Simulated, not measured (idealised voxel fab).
Module name: voxel transistor to metal (process module)
cross-section cut | 165 nm wide | cells 5 nm
How to read a cross-section here: the picture is a grid of square cells, written as bands going from the top down, and any band can span one or more rows of cells. In this notation a band is specified by the heights of its top and bottom, in that order and in nm, after which its materials appear from left to right, each paired with its width in nm. The word "throughout" attached to a single material means that material fills the band from edge to edge; the word "empty" stands for empty space. All heights in this document are referenced to 0, defined as the level beneath which the wafer, as received, consists entirely of one material. The lowest band is not bounded below; it extends indefinitely downward and is written in the form "top 0, no bottom". Top row gets the first number, bottom row gets the second, and each row in between changes by the same step: that is how a band width like "30 to 40" works. Where a step carries "no change occurred", the cross-section came out of it unchanged, cell for cell. So "Closed void roster" is basically the list of trapped voids: any empty space of 8 cells or more that can't reach the top through an opening. They're written width x height at distance, the distance being from the left edge, and it's all nm. Heads up: the bit after the settings on a step's line is the simulator's remark on that step. "overlay nm" on a masked step: distance the mask lay right of its planned place, negative for left.

## Listed below are the process steps as planned
1: RECEIVE, material Si
2: OXIDIZE, depth nm 5
3: CONFORMAL_DEP, material SiN, thk nm 15
4: MASKED_ETCH, tone cover, mask id ACTIVE, width nm 105, etch materials SiN, depth nm 15, overlay nm 0
5: MASKED_ETCH, tone cover, mask id ACTIVE, width nm 105, etch materials SiO2, depth nm 5, overlay nm 0
6: MASKED_ETCH, tone cover, mask id ACTIVE, width nm 105, etch materials Si, depth nm 35, overlay nm -15
7: FILL_DEP, material SiO2, thk nm 10
8: CMP, height nm 15
9: SELECTIVE_ETCH, etch materials SiO2, depth nm 15
10: STRIP, etch materials SiN
11: SELECTIVE_ETCH, etch materials SiO2, depth nm 5
12: OXIDIZE, depth nm 5
13: DIRECTIONAL_DEP, material polySi, thk nm 20
14: DIRECTIONAL_DEP, material SiCN, thk nm 15
15: PATTERN, tone cover, mask id GATE, material resist, width nm 15, thk nm 15, overlay nm 0
16: DIRECTIONAL_ETCH, etch materials SiCN, depth nm 25
17: DIRECTIONAL_ETCH, etch materials polySi, depth nm 30
18: STRIP, etch materials resist
19: CONFORMAL_DEP, material SiN, thk nm 5
20: DIRECTIONAL_ETCH, etch materials SiN, depth nm 5
21: DIRECTIONAL_ETCH, etch materials SiO2, depth nm 5
22: DIRECTIONAL_ETCH, etch materials Si, depth nm 15
23: EPI, material SiGe, thk nm 15
24: FILL_DEP, material SiO2, thk nm 5
25: CMP, height nm 30
26: DIRECTIONAL_DEP, material SiO2, thk nm 10
27: DIRECTIONAL_DEP, material aC, thk nm 10
28: PATTERN, tone open, mask id CONTACT, material resist, width nm 20, pitch nm 75, thk nm 25, overlay nm 0
29: DIRECTIONAL_ETCH, etch materials aC, depth nm 10
30: STRIP, etch materials resist
31: DIRECTIONAL_ETCH, etch materials SiO2, depth nm 50
32: STRIP, etch materials aC
33: CONFORMAL_DEP, material TiN, thk nm 5
34: FILL_DEP, material Ru, thk nm 5
35: CMP, height nm 40
36: DIRECTIONAL_DEP, material TiN, thk nm 5
37: DIRECTIONAL_DEP, material Ru, thk nm 25
38: PATTERN, tone cover, mask id METAL_1, material resist, width nm 20, pitch nm 75, thk nm 15, overlay nm 0
39: DIRECTIONAL_ETCH, etch materials Ru, depth nm 25
40: DIRECTIONAL_ETCH, etch materials TiN, depth nm 5
41: STRIP, etch materials resist
42: CONFORMAL_DEP, material SiCN, thk nm 5
43: FILL_DEP, material SiO2, thk nm 10
44: CMP, height nm 70
45: CONFORMAL_DEP, material SiN, thk nm 5
The wafers in this document start out alike and differ in the overlay nm applied at step 6; the plan shows the value used for the first wafer.

## Received condition of the first of several wafers, sectioned: post-step 1
> top 0, no bottom  Si throughout
> Closed void roster: none

## Quick look at the cross-section of the first of several wafers after step 45, which wraps up the module
> top 75, bottom 70  SiN throughout
> top 70, bottom 45  SiO2 (30) / SiCN (5) / Ru (20) / SiCN (5) / SiO2 (45) / SiCN (5) / Ru (20) / SiCN (5) / SiO2 (30)
> top 45, bottom 40  SiCN (35) / TiN (20) / SiCN (55) / TiN (20) / SiCN (35)
> top 40, bottom 30  SiO2 (35) / TiN (5) / Ru (10) / TiN (5) / SiO2 (55) / TiN (5) / Ru (10) / TiN (5) / SiO2 (35)
> top 30, bottom 15  SiO2 (35) / TiN (5) / Ru (10) / TiN (5) / SiO2 (15) / SiN (5) / SiCN (15) / SiN (5) / SiO2 (15) / TiN (5) / Ru (10) / TiN (5) / SiO2 (35)
> top 15, bottom 5  SiO2 (35) / TiN (5) / Ru (10) / TiN (5) / SiO2 (15) / SiN (5) / polySi (15) / SiN (5) / SiO2 (15) / TiN (5) / Ru (10) / TiN (5) / SiO2 (35)
> top 5, bottom -5  SiO2 (35) / TiN (5) / Ru (10) / TiN (5) / SiGe (15) / SiN (5) / polySi (15) / SiN (5) / SiGe (15) / TiN (5) / Ru (10) / TiN (5) / SiO2 (35)
> top -5, bottom -10  SiO2 (35) / TiN (20) / SiGe (15) / SiO2 (25) / SiGe (15) / TiN (20) / SiO2 (35)
> top -10, bottom -25  SiO2 (15) / SiGe (55) / Si (25) / SiGe (40) / SiO2 (30)
> top -25, bottom -40  SiO2 (15) / Si (120) / SiO2 (30)
> top -40, no bottom  Si throughout
> Closed void roster: none

## Showing the last wafer in cross-section at the end of the module
> top 75, bottom 70  SiN throughout
> top 70, bottom 45  SiO2 (30) / SiCN (5) / Ru (20) / SiCN (5) / SiO2 (45) / SiCN (5) / Ru (20) / SiCN (5) / SiO2 (30)
> top 45, bottom 40  SiCN (35) / TiN (20) / SiCN (55) / TiN (20) / SiCN (35)
> top 40, bottom 30  SiO2 (35) / TiN (5) / Ru (10) / TiN (5) / SiO2 (55) / TiN (5) / Ru (10) / TiN (5) / SiO2 (35)
> top 30, bottom 15  SiO2 (35) / TiN (5) / Ru (10) / TiN (5) / SiO2 (15) / SiN (5) / SiCN (15) / SiN (5) / SiO2 (15) / TiN (5) / Ru (10) / TiN (5) / SiO2 (35)
> top 15, bottom 5  SiO2 (35) / TiN (5) / Ru (10) / TiN (5) / SiO2 (15) / SiN (5) / polySi (15) / SiN (5) / SiO2 (15) / TiN (5) / Ru (10) / TiN (5) / SiO2 (35)
> top 5, bottom -5  SiO2 (35) / TiN (5) / Ru (10) / TiN (5) / SiGe (15) / SiN (5) / polySi (15) / SiN (5) / SiGe (15) / TiN (5) / Ru (10) / TiN (5) / SiO2 (35)
> top -5, bottom -10  SiO2 (35) / TiN (20) / SiGe (15) / SiO2 (25) / SiGe (15) / TiN (20) / SiO2 (35)
> top -10, bottom -25  SiO2 (30) / SiGe (40) / Si (25) / SiGe (55) / SiO2 (15)
> top -25, bottom -40  SiO2 (30) / Si (120) / SiO2 (15)
> top -40, no bottom  Si throughout
> Closed void roster: none

## Row per wafer, end-of-module: cell gain (+)/loss (-) by material since the wafer came in, then closed voids
overlay nm -15; +76 Ru; -177 Si; +54 SiCN; +75 SiGe; +47 SiN; +356 SiO2; +52 TiN; +12 polySi; Closed void roster: none
overlay nm -10; +76 Ru; -180 Si; +54 SiCN; +72 SiGe; +47 SiN; +362 SiO2; +52 TiN; +12 polySi; Closed void roster: none
overlay nm -5; +76 Ru; -183 Si; +54 SiCN; +69 SiGe; +47 SiN; +368 SiO2; +52 TiN; +12 polySi; Closed void roster: none
overlay nm 0; +76 Ru; -186 Si; +54 SiCN; +66 SiGe; +47 SiN; +374 SiO2; +52 TiN; +12 polySi; Closed void roster: none
overlay nm 5; +76 Ru; -183 Si; +54 SiCN; +69 SiGe; +47 SiN; +368 SiO2; +52 TiN; +12 polySi; Closed void roster: none
overlay nm 10; +76 Ru; -180 Si; +54 SiCN; +72 SiGe; +47 SiN; +362 SiO2; +52 TiN; +12 polySi; Closed void roster: none
overlay nm 15; +76 Ru; -177 Si; +54 SiCN; +75 SiGe; +47 SiN; +356 SiO2; +52 TiN; +12 polySi; Closed void roster: none
